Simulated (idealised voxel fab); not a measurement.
process module | voxel capacitor over wiring
Cross-section cut: width 280 nm, square cells of 5 nm.
Heads up, the way a cross-section reads in here is a grid of square cells, handed over as bands from the top down, with every band being one or more rows of cells.
Read a band's entry like this: the first values are the height of its top and the height of its bottom in nm, and what follows is the sequence of materials from left to right, each with its width in nm. Note that "air" is empty space, and that a single material marked "everywhere" reaches across the band from edge to edge.
Ref level 0: as-received wafer is one material below here. Bottom band extends down with no lower bound ("top 0, no bottom").
The width entry "30->40" should be interpreted row by row: the top row of cells in the band takes the first number, the bottom row takes the second number, and the change between adjacent rows is uniform throughout.
"changes: none" after a step means that no cell of the cross-section changed.
Empty spaces without an open route to the top, at least 8 cells in extent, make up the entry "Closed void listing"; each is given as width x height at distance, where the distance is measured from the left edge, and all are in nm.
On each step's line, the part that comes after the settings is the simulator's own comment on the step.
If you see "overlay nm" on a step's line and that step has a mask, it's telling you how far right of where it was planned the mask ended up; a negative number means it went left instead.
The remainder of this document consists of a sequence of paired cross-sections. Each pair presents the cross-section prior to one process step together with the cross-section following it, the latter being rendered only as deep as the lowest band that underwent change. The intervening step, together with its settings, is stated beneath each pair. Because the pairs may originate from different runs of this module on the same starting wafer, a given pair is to be read as continuing from the preceding pair only where its entry headed "Before this step" so indicates.

**Before this step**
    top 0, no bottom  Si everywhere
    Closed void listing: none

**Section After Processing**
    top 10, bottom 0  SiO2 everywhere
    Lower than 0, everything is as it was.
    Closed void listing: none
The step carried out between the cross-section before it and the cross-section after it, both shown above, is CONFORMAL_DEP | material SiO2 | thk nm 10

Before this step: It is represented by the cross-section appearing after the step of the pair directly above.

**Section After Processing**
    top 15, bottom 10  TiN everywhere
    Lower than 10, everything is as it was.
    Closed void listing: none
The step carried out between the cross-section before it and the cross-section after it, both shown above, is DIRECTIONAL_DEP | material TiN | thk nm 5

Before this step: It is represented by the cross-section appearing after the step of the pair directly above.

**Section After Processing**
    top 35, bottom 15  W everywhere
    Lower than 15, everything is as it was.
    Closed void listing: none
The step carried out between the cross-section before it and the cross-section after it, both shown above, is DIRECTIONAL_DEP | material W | thk nm 20

Before this step: It is represented by the cross-section appearing after the step of the pair directly above.

**Section After Processing**
    top 50, bottom 35  air: 90  resist: 20  air: 55  resist: 20  air: 95
    Lower than 35, everything is as it was.
    Closed void listing: none
The step carried out between the cross-section before it and the cross-section after it, both shown above, is PATTERN | tone cover | mask id METAL_1 | material resist | width nm 20 | pitch nm 75 | thk nm 15 | overlay nm 0

Before this step: It is represented by the cross-section appearing after the step of the pair directly above.

**Section After Processing**
    top 50, bottom 35  air: 90  resist: 20  air: 55  resist: 20  air: 95
    top 35, bottom 15  air: 90  W: 20  air: 55  W: 20  air: 95
    Lower than 15, everything is as it was.
    Closed void listing: none
The step carried out between the cross-section before it and the cross-section after it, both shown above, is DIRECTIONAL_ETCH | etch materials W | depth nm 20

Before this step: It is represented by the cross-section appearing after the step of the pair directly above.

**Section After Processing**
    top 50, bottom 35  air: 90  resist: 20  air: 55  resist: 20  air: 95
    top 35, bottom 15  air: 90  W: 20  air: 55  W: 20  air: 95
    top 15, bottom 10  air: 90  TiN: 20  air: 55  TiN: 20  air: 95
    Lower than 10, everything is as it was.
    Closed void listing: none
The step carried out between the cross-section before it and the cross-section after it, both shown above, is DIRECTIONAL_ETCH | etch materials TiN | depth nm 5

Before this step: It is represented by the cross-section appearing after the step of the pair directly above.

**Section After Processing**
    top 35, bottom 15  air: 90  W: 20  air: 55  W: 20  air: 95
    Lower than 15, everything is as it was.
    Closed void listing: none
The step carried out between the cross-section before it and the cross-section after it, both shown above, is STRIP | etch materials resist

Before this step: It is represented by the cross-section appearing after the step of the pair directly above.

**Section After Processing**
    top 40, bottom 35  lowk everywhere
    top 35, bottom 15  lowk: 90  W: 20  lowk: 55  W: 20  lowk: 95
    top 15, bottom 10  lowk: 90  TiN: 20  lowk: 55  TiN: 20  lowk: 95
    Lower than 10, everything is as it was.
    Closed void listing: none
The step carried out between the cross-section before it and the cross-section after it, both shown above, is FILL_DEP | material lowk | thk nm 5

Before this step: It is represented by the cross-section appearing after the step of the pair directly above.

**Section After Processing**
    top 35, bottom 15  lowk: 90  W: 20  lowk: 55  W: 20  lowk: 95
    Lower than 15, everything is as it was.
    Closed void listing: none
The step carried out between the cross-section before it and the cross-section after it, both shown above, is CMP | height nm 35

Before this step: It is represented by the cross-section appearing after the step of the pair directly above.

**Section After Processing**
    top 40, bottom 35  SiCN everywhere
    Lower than 35, everything is as it was.
    Closed void listing: none
The step carried out between the cross-section before it and the cross-section after it, both shown above, is CONFORMAL_DEP | material SiCN | thk nm 5

Before this step: It is represented by the cross-section appearing after the step of the pair directly above.

**Section After Processing**
    top 60, bottom 40  SiO2 everywhere
    Lower than 40, everything is as it was.
    Closed void listing: none
The step carried out between the cross-section before it and the cross-section after it, both shown above, is DIRECTIONAL_DEP | material SiO2 | thk nm 20

Before this step: It is represented by the cross-section appearing after the step of the pair directly above.

**Section After Processing**
    top 75, bottom 60  aC everywhere
    Lower than 60, everything is as it was.
    Closed void listing: none
The step carried out between the cross-section before it and the cross-section after it, both shown above, is DIRECTIONAL_DEP | material aC | thk nm 15

Before this step: It is represented by the cross-section appearing after the step of the pair directly above.

**Section After Processing**
    top 110, bottom 75  resist: 95  air: 15  resist: 170
    Lower than 75, everything is as it was.
    Closed void listing: none
The step carried out between the cross-section before it and the cross-section after it, both shown above, is PATTERN | tone open | mask id PLUG_1 | material resist | width nm 15 | thk nm 35 | overlay nm 0

Before this step: It is represented by the cross-section appearing after the step of the pair directly above.

**Section After Processing**
    top 95, bottom 75  resist: 95  air: 15  resist: 170
    top 75, bottom 60  aC: 95  air: 15  aC: 170
    Lower than 60, everything is as it was.
    Closed void listing: none
The step carried out between the cross-section before it and the cross-section after it, both shown above, is DIRECTIONAL_ETCH | etch materials aC | depth nm 15

Before this step: It is represented by the cross-section appearing after the step of the pair directly above.

**Section After Processing**
    top 75, bottom 60  aC: 95  air: 15  aC: 170
    Lower than 60, everything is as it was.
    Closed void listing: none
The step carried out between the cross-section before it and the cross-section after it, both shown above, is STRIP | etch materials resist

Before this step: It is represented by the cross-section appearing after the step of the pair directly above.

**Section After Processing**
    top 75, bottom 60  aC: 95  air: 15  aC: 170
    top 60, bottom 40  SiO2: 95  air: 15  SiO2: 170
    Lower than 40, everything is as it was.
    Closed void listing: none
The step carried out between the cross-section before it and the cross-section after it, both shown above, is DIRECTIONAL_ETCH | etch materials SiO2 | depth nm 20

Before this step: It is represented by the cross-section appearing after the step of the pair directly above.

**Section After Processing**
    top 75, bottom 60  aC: 95  air: 15  aC: 170
    top 60, bottom 40  SiO2: 95  air: 15  SiO2: 170
    top 40, bottom 35  SiCN: 95  air: 15  SiCN: 170
    Lower than 35, everything is as it was.
    Closed void listing: none
The step carried out between the cross-section before it and the cross-section after it, both shown above, is DIRECTIONAL_ETCH | etch materials SiCN | depth nm 5

Before this step: It is represented by the cross-section appearing after the step of the pair directly above.

**Section After Processing**
    top 60, bottom 40  SiO2: 95  air: 15  SiO2: 170
    Lower than 40, everything is as it was.
    Closed void listing: none
The step carried out between the cross-section before it and the cross-section after it, both shown above, is STRIP | etch materials aC

Before this step: It is represented by the cross-section appearing after the step of the pair directly above.

**Section After Processing**
    top 60, bottom 45  SiO2: 95  air: 15  SiO2: 170
    top 45, bottom 40  SiO2: 95  Ru: 15  SiO2: 170
    top 40, bottom 35  SiCN: 95  Ru: 15  SiCN: 170
    Lower than 35, everything is as it was.
    Closed void listing: none
The step carried out between the cross-section before it and the cross-section after it, both shown above, is EPI | material Ru | thk nm 10

Before this step: It is represented by the cross-section appearing after the step of the pair directly above.

**Section After Processing**
    top 60, bottom 55  SiO2: 95  air: 15  SiO2: 170
    top 55, bottom 40  SiO2: 95  Ru: 15  SiO2: 170
    Lower than 40, everything is as it was.
    Closed void listing: none
The step carried out between the cross-section before it and the cross-section after it, both shown above, is EPI | material Ru | thk nm 10

Before this step: It is represented by the cross-section appearing after the step of the pair directly above.

**Section After Processing**
    top 60, bottom 40  SiO2: 95  Ru: 15  SiO2: 170
    Lower than 40, everything is as it was.
    Closed void listing: none
The step carried out between the cross-section before it and the cross-section after it, both shown above, is EPI | material Ru | thk nm 5

Before this step: It is represented by the cross-section appearing after the step of the pair directly above.

**Section After Processing**
    top 65, bottom 60  TiN everywhere
    Lower than 60, everything is as it was.
    Closed void listing: none
The step carried out between the cross-section before it and the cross-section after it, both shown above, is DIRECTIONAL_DEP | material TiN | thk nm 5

Before this step: It is represented by the cross-section appearing after the step of the pair directly above.

**Section After Processing**
    top 70, bottom 65  SiN everywhere
    Lower than 65, everything is as it was.
    Closed void listing: none
The step carried out between the cross-section before it and the cross-section after it, both shown above, is DIRECTIONAL_DEP | material SiN | thk nm 5

Before this step: It is represented by the cross-section appearing after the step of the pair directly above.

**Section After Processing**
    top 75, bottom 70  TiN everywhere
    Lower than 70, everything is as it was.
    Closed void listing: none
The step carried out between the cross-section before it and the cross-section after it, both shown above, is DIRECTIONAL_DEP | material TiN | thk nm 5

Before this step: It is represented by the cross-section appearing after the step of the pair directly above.

**Section After Processing**
    top 95, bottom 75  air: 95  resist: 60  air: 125
    Lower than 75, everything is as it was.
    Closed void listing: none
The step carried out between the cross-section before it and the cross-section after it, both shown above, is PATTERN | tone cover | mask id UPPER_PLATE | material resist | width nm 60 | thk nm 20 | overlay nm 0

Before this step: It is represented by the cross-section appearing after the step of the pair directly above.

**Section After Processing**
    top 95, bottom 75  air: 95  resist: 60  air: 125
    top 75, bottom 70  air: 95  TiN: 60  air: 125
    Lower than 70, everything is as it was.
    Closed void listing: none
The step carried out between the cross-section before it and the cross-section after it, both shown above, is DIRECTIONAL_ETCH | etch materials TiN | depth nm 5

Before this step: It is represented by the cross-section appearing after the step of the pair directly above.

**Section After Processing**
    top 95, bottom 75  air: 95  resist: 60  air: 125
    top 75, bottom 70  air: 95  TiN: 60  air: 125
    top 70, bottom 65  air: 95  SiN: 60  air: 125
    Lower than 65, everything is as it was.
    Closed void listing: none
The step carried out between the cross-section before it and the cross-section after it, both shown above, is DIRECTIONAL_ETCH | etch materials SiN | depth nm 5

Before this step: It is represented by the cross-section appearing after the step of the pair directly above.

**Section After Processing**
    top 75, bottom 70  air: 95  TiN: 60  air: 125
    Lower than 70, everything is as it was.
    Closed void listing: none
The step carried out between the cross-section before it and the cross-section after it, both shown above, is STRIP | etch materials resist

Before this step: It is represented by the cross-section appearing after the step of the pair directly above.

**Section After Processing**
    top 75, bottom 70  air: 95  TiN: 60  air: 125
    top 70, bottom 65  air: 95  SiN: 60  air: 125
    top 65, bottom 60  air: 90  TiN: 70  air: 120
    Lower than 60, everything is as it was.
    Closed void listing: none
The step carried out between the cross-section before it and the cross-section after it, both shown above, is MASKED_ETCH | tone cover | mask id LOWER_PLATE | width nm 70 | etch materials TiN | depth nm 5 | overlay nm 0

Before this step: It is represented by the cross-section appearing after the step of the pair directly above.

**Section After Processing**
    top 90, bottom 75  SiO2 everywhere
    top 75, bottom 70  SiO2: 95  TiN: 60  SiO2: 125
    top 70, bottom 65  SiO2: 95  SiN: 60  SiO2: 125
    top 65, bottom 60  SiO2: 90  TiN: 70  SiO2: 120
    Lower than 60, everything is as it was.
    Closed void listing: none
The step carried out between the cross-section before it and the cross-section after it, both shown above, is FILL_DEP | material SiO2 | thk nm 15

Before this step: It is represented by the cross-section appearing after the step of the pair directly above.

**Section After Processing**
    top 85, bottom 75  SiO2 everywhere
    Lower than 75, everything is as it was.
    Closed void listing: none
The step carried out between the cross-section before it and the cross-section after it, both shown above, is CMP | height nm 85

Before this step: It is represented by the cross-section appearing after the step of the pair directly above.

**Section After Processing**
    top 85, bottom 75  SiO2: 105  air: 15  SiO2: 160
    Lower than 75, everything is as it was.
    Closed void listing: none
The step carried out between the cross-section before it and the cross-section after it, both shown above, is MASKED_ETCH | tone open | mask id PLUG_2 | width nm 15 | etch materials SiO2 | depth nm 10 | overlay nm 0

Before this step: It is represented by the cross-section appearing after the step of the pair directly above.

**Section After Processing**
    top 90, bottom 85  TiN: 110  air: 5  TiN: 165
    top 85, bottom 80  SiO2: 105  TiN: 5  air: 5  TiN: 5  SiO2: 160
    top 80, bottom 70  SiO2: 105->95  TiN: 15->60  SiO2: 160->125
    Lower than 70, everything is as it was.
    Closed void listing: none
The step carried out between the cross-section before it and the cross-section after it, both shown above, is CONFORMAL_DEP | material TiN | thk nm 5

Before this step: It is represented by the cross-section appearing after the step of the pair directly above.

**Section After Processing**
    top 95, bottom 90  Cu everywhere
    top 90, bottom 85  TiN: 110  Cu: 5  TiN: 165
    top 85, bottom 80  SiO2: 105  TiN: 5  Cu: 5  TiN: 5  SiO2: 160
    Lower than 80, everything is as it was.
    Closed void listing: none
The step carried out between the cross-section before it and the cross-section after it, both shown above, is FILL_DEP | material Cu | thk nm 5

Before this step: It is represented by the cross-section appearing after the step of the pair directly above.

**Section After Processing**
    top 85, bottom 80  SiO2: 105  TiN: 5  Cu: 5  TiN: 5  SiO2: 160
    Lower than 80, everything is as it was.
    Closed void listing: none
The step carried out between the cross-section before it and the cross-section after it, both shown above, is CMP | height nm 85

Before this step: It is represented by the cross-section appearing after the step of the pair directly above.

**Section After Processing**
    top 90, bottom 85  SiCN everywhere
    Lower than 85, everything is as it was.
    Closed void listing: none
The step carried out between the cross-section before it and the cross-section after it, both shown above, is CONFORMAL_DEP | material SiCN | thk nm 5

**Before this step**
    top 10, bottom 0  SiO2 everywhere
    top 0, no bottom  Si everywhere
    Closed void listing: none

**Section After Processing**
    top 30, bottom 10  W everywhere
    Lower than 10, everything is as it was.
    Closed void listing: none
The step carried out between the cross-section before it and the cross-section after it, both shown above, is DIRECTIONAL_DEP | material W | thk nm 20

Before this step: It is represented by the cross-section appearing after the step of the pair directly above.

**Section After Processing**
    top 45, bottom 30  air: 90  resist: 20  air: 55  resist: 20  air: 95
    Lower than 30, everything is as it was.
    Closed void listing: none
The step carried out between the cross-section before it and the cross-section after it, both shown above, is PATTERN | tone cover | mask id METAL_1 | material resist | width nm 20 | pitch nm 75 | thk nm 15 | overlay nm 0

Before this step: It is represented by the cross-section appearing after the step of the pair directly above.

**Section After Processing**
    top 45, bottom 30  air: 90  resist: 20  air: 55  resist: 20  air: 95
    top 30, bottom 10  air: 90  W: 20  air: 55  W: 20  air: 95
    Lower than 10, everything is as it was.
    Closed void listing: none
The step carried out between the cross-section before it and the cross-section after it, both shown above, is DIRECTIONAL_ETCH | etch materials W | depth nm 20

Before this step: It is represented by the cross-section appearing after the step of the pair directly above.

**Section After Processing**
    top 30, bottom 10  air: 90  W: 20  air: 55  W: 20  air: 95
    Lower than 10, everything is as it was.
    Closed void listing: none
The step carried out between the cross-section before it and the cross-section after it, both shown above, is STRIP | etch materials resist

Before this step: It is represented by the cross-section appearing after the step of the pair directly above.

**Section After Processing**
    top 35, bottom 30  lowk everywhere
    top 30, bottom 10  lowk: 90  W: 20  lowk: 55  W: 20  lowk: 95
    Lower than 10, everything is as it was.
    Closed void listing: none
The step carried out between the cross-section before it and the cross-section after it, both shown above, is FILL_DEP | material lowk | thk nm 5

Before this step: It is represented by the cross-section appearing after the step of the pair directly above.

**Section After Processing**
    top 40, bottom 35  SiCN everywhere
    Lower than 35, everything is as it was.
    Closed void listing: none
The step carried out between the cross-section before it and the cross-section after it, both shown above, is CONFORMAL_DEP | material SiCN | thk nm 5

Before this step: It is represented by the cross-section appearing after the step of the pair directly above.

**Section After Processing**
    top 60, bottom 40  SiO2 everywhere
    Lower than 40, everything is as it was.
    Closed void listing: none
The step carried out between the cross-section before it and the cross-section after it, both shown above, is DIRECTIONAL_DEP | material SiO2 | thk nm 20

Before this step: It is represented by the cross-section appearing after the step of the pair directly above.

**Section After Processing**
    top 75, bottom 60  aC everywhere
    Lower than 60, everything is as it was.
    Closed void listing: none
The step carried out between the cross-section before it and the cross-section after it, both shown above, is DIRECTIONAL_DEP | material aC | thk nm 15

Before this step: It is represented by the cross-section appearing after the step of the pair directly above.

**Section After Processing**
    top 110, bottom 75  resist: 95  air: 15  resist: 170
    Lower than 75, everything is as it was.
    Closed void listing: none
The step carried out between the cross-section before it and the cross-section after it, both shown above, is PATTERN | tone open | mask id PLUG_1 | material resist | width nm 15 | thk nm 35 | overlay nm 0

Before this step: It is represented by the cross-section appearing after the step of the pair directly above.

**Section After Processing**
    top 95, bottom 75  resist: 95  air: 15  resist: 170
    top 75, bottom 60  aC: 95  air: 15  aC: 170
    Lower than 60, everything is as it was.
    Closed void listing: none
The step carried out between the cross-section before it and the cross-section after it, both shown above, is DIRECTIONAL_ETCH | etch materials aC | depth nm 15

Before this step: It is represented by the cross-section appearing after the step of the pair directly above.

**Section After Processing**
    top 75, bottom 60  aC: 95  air: 15  aC: 170
    Lower than 60, everything is as it was.
    Closed void listing: none
The step carried out between the cross-section before it and the cross-section after it, both shown above, is STRIP | etch materials resist

Before this step: It is represented by the cross-section appearing after the step of the pair directly above.

**Section After Processing**
    top 75, bottom 60  aC: 95  air: 15  aC: 170
    top 60, bottom 40  SiO2: 95  air: 15  SiO2: 170
    Lower than 40, everything is as it was.
    Closed void listing: none
The step carried out between the cross-section before it and the cross-section after it, both shown above, is DIRECTIONAL_ETCH | etch materials SiO2 | depth nm 20

Before this step: It is represented by the cross-section appearing after the step of the pair directly above.

**Section After Processing**
    top 75, bottom 60  aC: 95  air: 15  aC: 170
    top 60, bottom 40  SiO2: 95  air: 15  SiO2: 170
    top 40, bottom 35  SiCN: 95  air: 15  SiCN: 170
    Lower than 35, everything is as it was.
    Closed void listing: none
The step carried out between the cross-section before it and the cross-section after it, both shown above, is DIRECTIONAL_ETCH | etch materials SiCN | depth nm 5

Before this step: It is represented by the cross-section appearing after the step of the pair directly above.

**Section After Processing**
    top 60, bottom 40  SiO2: 95  air: 15  SiO2: 170
    Lower than 40, everything is as it was.
    Closed void listing: none
The step carried out between the cross-section before it and the cross-section after it, both shown above, is STRIP | etch materials aC

Before this step: It is represented by the cross-section appearing after the step of the pair directly above.

**Section After Processing**
    top 65, bottom 60  TiN: 95  air: 15  TiN: 170
    top 60, bottom 40  SiO2: 95  air: 15  SiO2: 170
    top 40, bottom 35  SiCN: 95  TiN: 15  SiCN: 170
    Lower than 35, everything is as it was.
    Closed void listing: none
The step carried out between the cross-section before it and the cross-section after it, both shown above, is DIRECTIONAL_DEP | material TiN | thk nm 5

Before this step: It is represented by the cross-section appearing after the step of the pair directly above.

**Section After Processing**
    top 70, bottom 65  SiN: 95  air: 15  SiN: 170
    top 65, bottom 60  TiN: 95  air: 15  TiN: 170
    top 60, bottom 45  SiO2: 95  air: 15  SiO2: 170
    top 45, bottom 40  SiO2: 95  SiN: 15  SiO2: 170
    Lower than 40, everything is as it was.
    Closed void listing: none
The step carried out between the cross-section before it and the cross-section after it, both shown above, is DIRECTIONAL_DEP | material SiN | thk nm 5

Before this step: It is represented by the cross-section appearing after the step of the pair directly above.

**Section After Processing**
    top 75, bottom 70  TiN: 95  air: 15  TiN: 170
    top 70, bottom 65  SiN: 95  air: 15  SiN: 170
    top 65, bottom 60  TiN: 95  air: 15  TiN: 170
    top 60, bottom 50  SiO2: 95  air: 15  SiO2: 170
    top 50, bottom 45  SiO2: 95  TiN: 15  SiO2: 170
    Lower than 45, everything is as it was.
    Closed void listing: none
The step carried out between the cross-section before it and the cross-section after it, both shown above, is DIRECTIONAL_DEP | material TiN | thk nm 5

Before this step: It is represented by the cross-section appearing after the step of the pair directly above.

**Section After Processing**
    top 95, bottom 75  air: 95  resist: 60  air: 125
    top 75, bottom 70  TiN: 95  resist: 15  TiN: 170
    top 70, bottom 65  SiN: 95  resist: 15  SiN: 170
    top 65, bottom 60  TiN: 95  resist: 15  TiN: 170
    top 60, bottom 50  SiO2: 95  resist: 15  SiO2: 170
    Lower than 50, everything is as it was.
    Closed void listing: none
The step carried out between the cross-section before it and the cross-section after it, both shown above, is PATTERN | tone cover | mask id UPPER_PLATE | material resist | width nm 60 | thk nm 20 | overlay nm 0

Before this step: It is represented by the cross-section appearing after the step of the pair directly above.

**Section After Processing**
    top 95, bottom 75  air: 95  resist: 60  air: 125
    top 75, bottom 70  air: 95  resist: 15  TiN: 45  air: 125
    Lower than 70, everything is as it was.
    Closed void listing: none
The step carried out between the cross-section before it and the cross-section after it, both shown above, is DIRECTIONAL_ETCH | etch materials TiN | depth nm 5

Before this step: It is represented by the cross-section appearing after the step of the pair directly above.

**Section After Processing**
    top 95, bottom 75  air: 95  resist: 60  air: 125
    top 75, bottom 70  air: 95  resist: 15  TiN: 45  air: 125
    top 70, bottom 65  air: 95  resist: 15  SiN: 45  air: 125
    Lower than 65, everything is as it was.
    Closed void listing: none
The step carried out between the cross-section before it and the cross-section after it, both shown above, is DIRECTIONAL_ETCH | etch materials SiN | depth nm 5

Before this step: It is represented by the cross-section appearing after the step of the pair directly above.

**Section After Processing**
    top 75, bottom 70  air: 110  TiN: 45  air: 125
    top 70, bottom 65  air: 110  SiN: 45  air: 125
    top 65, bottom 60  TiN: 95  air: 15  TiN: 170
    top 60, bottom 50  SiO2: 95  air: 15  SiO2: 170
    Lower than 50, everything is as it was.
    Closed void listing: none
The step carried out between the cross-section before it and the cross-section after it, both shown above, is STRIP | etch materials resist

Before this step: It is represented by the cross-section appearing after the step of the pair directly above.

**Section After Processing**
    top 75, bottom 70  air: 110  TiN: 45  air: 125
    top 70, bottom 65  air: 110  SiN: 45  air: 125
    top 65, bottom 60  air: 90  TiN: 5  air: 15  TiN: 50  air: 120
    Lower than 60, everything is as it was.
    Closed void listing: none
The step carried out between the cross-section before it and the cross-section after it, both shown above, is MASKED_ETCH | tone cover | mask id LOWER_PLATE | width nm 70 | etch materials TiN | depth nm 5 | overlay nm 0

Before this step: It is represented by the cross-section appearing after the step of the pair directly above.

**Section After Processing**
    top 90, bottom 75  SiO2 everywhere
    top 75, bottom 70  SiO2: 110  TiN: 45  SiO2: 125
    top 70, bottom 65  SiO2: 110  SiN: 45  SiO2: 125
    top 65, bottom 60  SiO2: 90  TiN: 5  SiO2: 15  TiN: 50  SiO2: 120
    top 60, bottom 50  SiO2 everywhere
    Lower than 50, everything is as it was.
    Closed void listing: none
The step carried out between the cross-section before it and the cross-section after it, both shown above, is FILL_DEP | material SiO2 | thk nm 15

Before this step: It is represented by the cross-section appearing after the step of the pair directly above.

**Section After Processing**
    top 85, bottom 75  SiO2 everywhere
    Lower than 75, everything is as it was.
    Closed void listing: none
The step carried out between the cross-section before it and the cross-section after it, both shown above, is CMP | height nm 85

Before this step: It is represented by the cross-section appearing after the step of the pair directly above.

**Section After Processing**
    top 85, bottom 75  SiO2: 105  air: 15  SiO2: 160
    Lower than 75, everything is as it was.
    Closed void listing: none
The step carried out between the cross-section before it and the cross-section after it, both shown above, is MASKED_ETCH | tone open | mask id PLUG_2 | width nm 15 | etch materials SiO2 | depth nm 10 | overlay nm 0

Before this step: It is represented by the cross-section appearing after the step of the pair directly above.

**Section After Processing**
    top 90, bottom 85  TiN: 110  air: 5  TiN: 165
    top 85, bottom 80  SiO2: 105  TiN: 5  air: 5  TiN: 5  SiO2: 160
    top 80, bottom 70  SiO2: 105->110  TiN: 15->45  SiO2: 160->125
    Lower than 70, everything is as it was.
    Closed void listing: none
The step carried out between the cross-section before it and the cross-section after it, both shown above, is CONFORMAL_DEP | material TiN | thk nm 5

Before this step: It is represented by the cross-section appearing after the step of the pair directly above.

**Section After Processing**
    top 95, bottom 90  Cu everywhere
    top 90, bottom 85  TiN: 110  Cu: 5  TiN: 165
    top 85, bottom 80  SiO2: 105  TiN: 5  Cu: 5  TiN: 5  SiO2: 160
    Lower than 80, everything is as it was.
    Closed void listing: none
The step carried out between the cross-section before it and the cross-section after it, both shown above, is FILL_DEP | material Cu | thk nm 5

Before this step: It is represented by the cross-section appearing after the step of the pair directly above.

**Section After Processing**
    top 85, bottom 80  SiO2: 105  TiN: 5  Cu: 5  TiN: 5  SiO2: 160
    Lower than 80, everything is as it was.
    Closed void listing: none
The step carried out between the cross-section before it and the cross-section after it, both shown above, is CMP | height nm 85

Before this step: It is represented by the cross-section appearing after the step of the pair directly above.

**Section After Processing**
    top 90, bottom 85  SiCN everywhere
    Lower than 85, everything is as it was.
    Closed void listing: none
The step carried out between the cross-section before it and the cross-section after it, both shown above, is CONFORMAL_DEP | material SiCN | thk nm 5

**Before this step**
    top 60, bottom 55  SiO2: 95  air: 15  SiO2: 170
    top 55, bottom 40  SiO2: 95  Ru: 15  SiO2: 170
    top 40, bottom 35  SiCN: 95  Ru: 15  SiCN: 170
    top 35, bottom 15  lowk: 90  W: 20  lowk: 55  W: 20  lowk: 95
    top 15, bottom 10  lowk: 90  TiN: 20  lowk: 55  TiN: 20  lowk: 95
    top 10, bottom 0  SiO2 everywhere
    top 0, no bottom  Si everywhere
    Closed void listing: none

**Section After Processing**
    top 65, bottom 60  air: 90  Ru: 25  air: 165
    top 60, bottom 40  SiO2: 95  Ru: 15  SiO2: 170
    Lower than 40, everything is as it was.
    Closed void listing: none
The step carried out between the cross-section before it and the cross-section after it, both shown above, is EPI | material Ru | thk nm 10

Before this step: It is represented by the cross-section appearing after the step of the pair directly above.

**Section After Processing**
    top 70, bottom 60  air: 85  Ru: 35  air: 160
    Lower than 60, everything is as it was.
    Closed void listing: none
The step carried out between the cross-section before it and the cross-section after it, both shown above, is EPI | material Ru | thk nm 5

Before this step: It is represented by the cross-section appearing after the step of the pair directly above.

**Section After Processing**
    top 75, bottom 70  air: 85  TiN: 35  air: 160
    top 70, bottom 65  air: 85  Ru: 35  air: 160
    top 65, bottom 60  TiN: 85  Ru: 35  TiN: 160
    Lower than 60, everything is as it was.
    Closed void listing: none
The step carried out between the cross-section before it and the cross-section after it, both shown above, is DIRECTIONAL_DEP | material TiN | thk nm 5

Before this step: It is represented by the cross-section appearing after the step of the pair directly above.

**Section After Processing**
    top 80, bottom 75  air: 85  SiN: 35  air: 160
    top 75, bottom 70  air: 85  TiN: 35  air: 160
    top 70, bottom 65  SiN: 85  Ru: 35  SiN: 160
    Lower than 65, everything is as it was.
    Closed void listing: none
The step carried out between the cross-section before it and the cross-section after it, both shown above, is DIRECTIONAL_DEP | material SiN | thk nm 5

Before this step: It is represented by the cross-section appearing after the step of the pair directly above.

**Section After Processing**
    top 85, bottom 80  air: 85  TiN: 35  air: 160
    top 80, bottom 75  air: 85  SiN: 35  air: 160
    top 75, bottom 70  TiN everywhere
    Lower than 70, everything is as it was.
    Closed void listing: none
The step carried out between the cross-section before it and the cross-section after it, both shown above, is DIRECTIONAL_DEP | material TiN | thk nm 5

Before this step: It is represented by the cross-section appearing after the step of the pair directly above.

**Section After Processing**
    top 105, bottom 85  air: 95  resist: 60  air: 125
    top 85, bottom 80  air: 85  TiN: 35  resist: 35  air: 125
    top 80, bottom 75  air: 85  SiN: 35  resist: 35  air: 125
    Lower than 75, everything is as it was.
    Closed void listing: none
The step carried out between the cross-section before it and the cross-section after it, both shown above, is PATTERN | tone cover | mask id UPPER_PLATE | material resist | width nm 60 | thk nm 20 | overlay nm 0

Before this step: It is represented by the cross-section appearing after the step of the pair directly above.

**Section After Processing**
    top 105, bottom 85  air: 95  resist: 60  air: 125
    top 85, bottom 80  air: 95  TiN: 25  resist: 35  air: 125
    top 80, bottom 75  air: 85  SiN: 35  resist: 35  air: 125
    top 75, bottom 70  air: 85  TiN: 70  air: 125
    Lower than 70, everything is as it was.
    Closed void listing: none
The step carried out between the cross-section before it and the cross-section after it, both shown above, is DIRECTIONAL_ETCH | etch materials TiN | depth nm 5

Before this step: It is represented by the cross-section appearing after the step of the pair directly above.

**Section After Processing**
    top 105, bottom 85  air: 95  resist: 60  air: 125
    top 85, bottom 80  air: 95  TiN: 25  resist: 35  air: 125
    top 80, bottom 75  air: 95  SiN: 25  resist: 35  air: 125
    top 75, bottom 70  air: 85  TiN: 70  air: 125
    top 70, bottom 65  air: 85  Ru: 35  SiN: 35  air: 125
    Lower than 65, everything is as it was.
    Closed void listing: none
The step carried out between the cross-section before it and the cross-section after it, both shown above, is DIRECTIONAL_ETCH | etch materials SiN | depth nm 5

Before this step: It is represented by the cross-section appearing after the step of the pair directly above.

**Section After Processing**
    top 85, bottom 80  air: 95  TiN: 25  air: 160
    top 80, bottom 75  air: 95  SiN: 25  air: 160
    Lower than 75, everything is as it was.
    Closed void listing: none
The step carried out between the cross-section before it and the cross-section after it, both shown above, is STRIP | etch materials resist

Before this step: It is represented by the cross-section appearing after the step of the pair directly above.

**Section After Processing**
    top 85, bottom 80  air: 95  TiN: 25  air: 160
    top 80, bottom 75  air: 95  SiN: 25  air: 160
    top 75, bottom 70  air: 90  TiN: 65  air: 125
    top 70, bottom 65  air: 85  Ru: 35  SiN: 35  air: 125
    top 65, bottom 60  air: 85  Ru: 35  TiN: 40  air: 120
    Lower than 60, everything is as it was.
    Closed void listing: none
The step carried out between the cross-section before it and the cross-section after it, both shown above, is MASKED_ETCH | tone cover | mask id LOWER_PLATE | width nm 70 | etch materials TiN | depth nm 5 | overlay nm 0

Before this step: It is represented by the cross-section appearing after the step of the pair directly above.

**Section After Processing**
    top 100, bottom 85  SiO2 everywhere
    top 85, bottom 80  SiO2: 95  TiN: 25  SiO2: 160
    top 80, bottom 75  SiO2: 95  SiN: 25  SiO2: 160
    top 75, bottom 70  SiO2: 90  TiN: 65  SiO2: 125
    top 70, bottom 65  SiO2: 85  Ru: 35  SiN: 35  SiO2: 125
    top 65, bottom 60  SiO2: 85  Ru: 35  TiN: 40  SiO2: 120
    Lower than 60, everything is as it was.
    Closed void listing: none
The step carried out between the cross-section before it and the cross-section after it, both shown above, is FILL_DEP | material SiO2 | thk nm 15

Before this step: It is represented by the cross-section appearing after the step of the pair directly above.

**Section After Processing**
    top 85, bottom 80  SiO2: 95  TiN: 25  SiO2: 160
    Lower than 80, everything is as it was.
    Closed void listing: none
The step carried out between the cross-section before it and the cross-section after it, both shown above, is CMP | height nm 85
